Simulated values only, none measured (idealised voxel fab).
Name of the process module below: voxel spacer lines
Section shown: cut. Width: 295 nm. Cell size: 5 nm, square.
A cross-section in this document is a grid of square cells, and it is written down as bands, the top band listed before the ones below it; a band is made up of one or more rows of cells. The entry gives the band's vertical extent as a top height and a bottom height in nm, then its horizontal make-up as materials from left to right, each with a width in nm. "empty" stands for empty space; a single material marked "everywhere" fills the band edge to edge. All heights in this document are referenced to 0, defined as the level beneath which the wafer, as received, consists entirely of one material. The lowest band is not bounded below; it extends indefinitely downward and is written in the form "0 -> down". Think of "30 to 40" as a width that walks from the first number to the second as you go down the band, top row to bottom row, taking equal-sized steps from row to row. When a step is marked "nothing got changed", none of the cells in the cross-section changed during that step. The entry titled "Closed cavity list" provides the empty spaces that have no open way to the top, restricted to those of 8 cells or more. Each is presented as width x height at distance, the distance being measured from the left edge, with all three in nm. On a step's line, text after the settings is the simulator commenting on that step. overlay nm: on a step with a mask, how far right of its planned place the mask lay; negative means left.

This section lists the process steps that were planned:
- 1: RECEIVE, material Si
- 2: CONFORMAL_DEP, material SiO2, thk nm 5
- 3: DIRECTIONAL_DEP, material W, thk nm 15
- 4: DIRECTIONAL_DEP, material polySi, thk nm 20
- 5: PATTERN, tone cover, mask id MANDREL, material resist, width nm 15, pitch nm 60, thk nm 25, overlay nm 0
- 6: DIRECTIONAL_ETCH, etch materials polySi, depth nm 20
- 7: STRIP, etch materials resist
- 8: CONFORMAL_DEP, material SiN, thk nm 15
- 9: DIRECTIONAL_ETCH, etch materials SiN, depth nm 15
- 10: STRIP, etch materials polySi
- 11: DIRECTIONAL_ETCH, etch materials W, depth nm 15
- 12: STRIP, etch materials SiN

Here's what the wafer looked like in cross-section when it arrived - that's after step 1:
- 0 -> down | Si everywhere
- Closed cavity list: none

The following cross-section depicts the wafer upon conclusion of the module. Processing commenced from the starting condition illustrated above and adhered to the plan illustrated above, save for one mistake in execution:
- 20 -> 5 | 70 nm empty, 15 nm W, 15 nm empty, 15 nm W, 15 nm empty, 15 nm W, 15 nm empty, 15 nm W, 15 nm empty, 15 nm W, 15 nm empty, 15 nm W, 60 nm empty
- 5 -> 0 | SiO2 everywhere
- 0 -> down | Si everywhere
- Closed cavity list: none
Processing error: rather than as planned, step 5 actually ran as PATTERN, tone cover, mask id MANDREL, material resist, width nm 15, pitch nm 60, thk nm 25, overlay nm 5
